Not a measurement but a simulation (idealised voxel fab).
The following process module bears the name voxel gate over fins.
Each square cell in cross-section cut measures 5 nm, and the section as a whole is 285 nm wide.
In this document a cross-section is written as a grid of square cells. It is given as a series of bands, listed from the top down, and a band is one or more rows of cells.
Heights first: top, then bottom, in nm. Then materials, left to right, each with a width in nm. "everywhere" on a single material: fills the band edge to edge. "air": empty space.
Heights from 0 (as-received wafer is one material below). Bottom band endless downward, as "0 nm and below".
Graded width ("30 to 40"): value in top row of band = first number; value in bottom row = second number; row-to-row change constant.
"stayed the same" means the step left every cell of the cross-section as it was.
What "Fully sealed voids" gives you is every empty space of 8 cells or more that is cut off from the top. Each appears as width x height at distance, with the distance taken from the left edge and width, height and distance all in nm.
That trailing text on a step's line, after the settings, is the simulator's own remark on the step.
A step's line can hold "overlay nm"; with a mask on that step, the setting says how far right of the planned place the mask lay, while a negative setting says it lay to the left.

**This section lists the process steps that were planned**
1) RECEIVE, material Si
2) CONFORMAL_DEP, material SiN, thk nm 5
3) DIRECTIONAL_DEP, material aC, thk nm 15
4) PATTERN, tone cover, mask id FINS, material resist, width nm 15, pitch nm 50, thk nm 30, overlay nm 0
5) DIRECTIONAL_ETCH, etch materials aC, depth nm 15
6) STRIP, etch materials resist
7) DIRECTIONAL_ETCH, etch materials SiN, depth nm 5
8) DIRECTIONAL_ETCH, etch materials Si, depth nm 40
9) STRIP, etch materials aC
10) FILL_DEP, material SiO2, thk nm 10
11) CMP, height nm 5
12) DIRECTIONAL_DEP, material aC, thk nm 15
13) PATTERN, tone open, mask id RAIL, material resist, width nm 15, thk nm 35, overlay nm 0
14) DIRECTIONAL_ETCH, etch materials aC, depth nm 15
15) STRIP, etch materials resist
16) DIRECTIONAL_ETCH, etch materials SiO2, depth nm 40
17) STRIP, etch materials aC
18) CONFORMAL_DEP, material TiN, thk nm 5
19) FILL_DEP, material W, thk nm 5
20) CMP, height nm 5
21) SELECTIVE_ETCH, etch materials W Ru TiN, depth nm 20
22) FILL_DEP, material SiO2, thk nm 5
23) CMP, height nm 5
24) SELECTIVE_ETCH, etch materials SiO2, depth nm 15
25) STRIP, etch materials SiN
26) CONFORMAL_DEP, material HfO2, thk nm 5
27) CONFORMAL_DEP, material TiN, thk nm 5
28) CONFORMAL_DEP, material TiAl, thk nm 5
29) CONFORMAL_DEP, material TiN, thk nm 5
30) FILL_DEP, material W, thk nm 10
31) CMP, height nm 25
32) CONFORMAL_DEP, material SiN, thk nm 10

**Incoming wafer in cross-section (state: after step 1)**
* 0 nm and below: Si everywhere
* Fully sealed voids: none

**First of two wafers at the end of the module, shown in cross-section; run carried out as planned**
* 35 nm to 25 nm: SiN everywhere
* 25 nm to 20 nm: W everywhere
* 20 nm to 15 nm: W 65 nm; TiN 155 nm; W 65 nm
* 15 nm to 10 nm: W 65 nm; TiN 5 nm; TiAl 45 nm; TiN 5 nm; TiAl 45 nm; TiN 5 nm; TiAl 45 nm; TiN 5 nm; W 65 nm
* 10 nm to 5 nm: TiN 70 nm; TiAl 5 nm; TiN 35 nm; TiAl 5 nm; TiN 5 nm; TiAl 5 nm; TiN 35 nm; TiAl 5 nm; TiN 5 nm; TiAl 5 nm; TiN 35 nm; TiAl 5 nm; TiN 70 nm
* 5 nm to 0 nm: TiAl 75 nm; TiN 5 nm; HfO2 25 nm; TiN 5 nm; TiAl 15 nm; TiN 5 nm; HfO2 25 nm; TiN 5 nm; TiAl 15 nm; TiN 5 nm; HfO2 25 nm; TiN 5 nm; TiAl 75 nm
* 0 nm to -5 nm: TiN 80 nm; HfO2 5 nm; Si 15 nm; HfO2 5 nm; TiN 25 nm; HfO2 5 nm; Si 15 nm; HfO2 5 nm; TiN 25 nm; HfO2 5 nm; Si 15 nm; HfO2 5 nm; TiN 80 nm
* -5 nm to -10 nm: HfO2 85 nm; Si 15 nm; HfO2 35 nm; Si 15 nm; HfO2 35 nm; Si 15 nm; HfO2 85 nm
* -10 nm to -15 nm: SiO2 85 nm; Si 15 nm; SiO2 35 nm; Si 15 nm; SiO2 35 nm; Si 15 nm; SiO2 85 nm
* -15 nm to -30 nm: SiO2 85 nm; Si 15 nm; SiO2 10 nm; TiN 5 nm; W 5 nm; TiN 5 nm; SiO2 10 nm; Si 15 nm; SiO2 35 nm; Si 15 nm; SiO2 85 nm
* -30 nm to -35 nm: SiO2 85 nm; Si 15 nm; SiO2 10 nm; TiN 15 nm; SiO2 10 nm; Si 15 nm; SiO2 35 nm; Si 15 nm; SiO2 85 nm
* -35 nm to -40 nm: SiO2 85 nm; Si 15 nm; SiO2 35 nm; Si 15 nm; SiO2 35 nm; Si 15 nm; SiO2 85 nm
* -40 nm and below: Si everywhere
* Fully sealed voids: none

**Cross-sectional view: second of two wafers, end of module; start and plan identical to the first, one mistake in running**
* 35 nm to 25 nm: SiN everywhere
* 25 nm to 20 nm: W everywhere
* 20 nm to 15 nm: W 65 nm; TiN 155 nm; W 65 nm
* 15 nm to 10 nm: W 65 nm; TiN 5 nm; TiAl 45 nm; TiN 5 nm; TiAl 45 nm; TiN 5 nm; TiAl 45 nm; TiN 5 nm; W 65 nm
* 10 nm to 5 nm: TiN 70 nm; TiAl 5 nm; TiN 35 nm; TiAl 5 nm; TiN 5 nm; TiAl 5 nm; TiN 35 nm; TiAl 5 nm; TiN 5 nm; TiAl 5 nm; TiN 35 nm; TiAl 5 nm; TiN 70 nm
* 5 nm to 0 nm: TiAl 75 nm; TiN 5 nm; HfO2 25 nm; TiN 5 nm; TiAl 15 nm; TiN 5 nm; HfO2 25 nm; TiN 5 nm; TiAl 15 nm; TiN 5 nm; HfO2 25 nm; TiN 5 nm; TiAl 75 nm
* 0 nm to -5 nm: TiN 80 nm; HfO2 5 nm; Si 15 nm; HfO2 5 nm; TiN 25 nm; HfO2 5 nm; Si 15 nm; HfO2 5 nm; TiN 25 nm; HfO2 5 nm; Si 15 nm; HfO2 5 nm; TiN 80 nm
* -5 nm to -10 nm: HfO2 85 nm; Si 15 nm; HfO2 35 nm; Si 15 nm; HfO2 35 nm; Si 15 nm; HfO2 85 nm
* -10 nm to -15 nm: SiO2 85 nm; Si 15 nm; SiO2 35 nm; Si 15 nm; SiO2 35 nm; Si 15 nm; SiO2 85 nm
* -15 nm to -30 nm: SiO2 85 nm; Si 15 nm; TiN 5 nm; W 5 nm; TiN 5 nm; SiO2 20 nm; Si 15 nm; SiO2 35 nm; Si 15 nm; SiO2 85 nm
* -30 nm to -35 nm: SiO2 85 nm; Si 15 nm; TiN 15 nm; SiO2 20 nm; Si 15 nm; SiO2 35 nm; Si 15 nm; SiO2 85 nm
* -35 nm to -40 nm: SiO2 85 nm; Si 15 nm; SiO2 35 nm; Si 15 nm; SiO2 35 nm; Si 15 nm; SiO2 85 nm
* -40 nm and below: Si everywhere
* Fully sealed voids: none
What was the processing mistake? step 13 ran with different settings than intended, the actual operation and settings being PATTERN, tone open, mask id RAIL, material resist, width nm 15, thk nm 35, overlay nm -10
Cell counts per material: same on both final wafers. Positions: different.
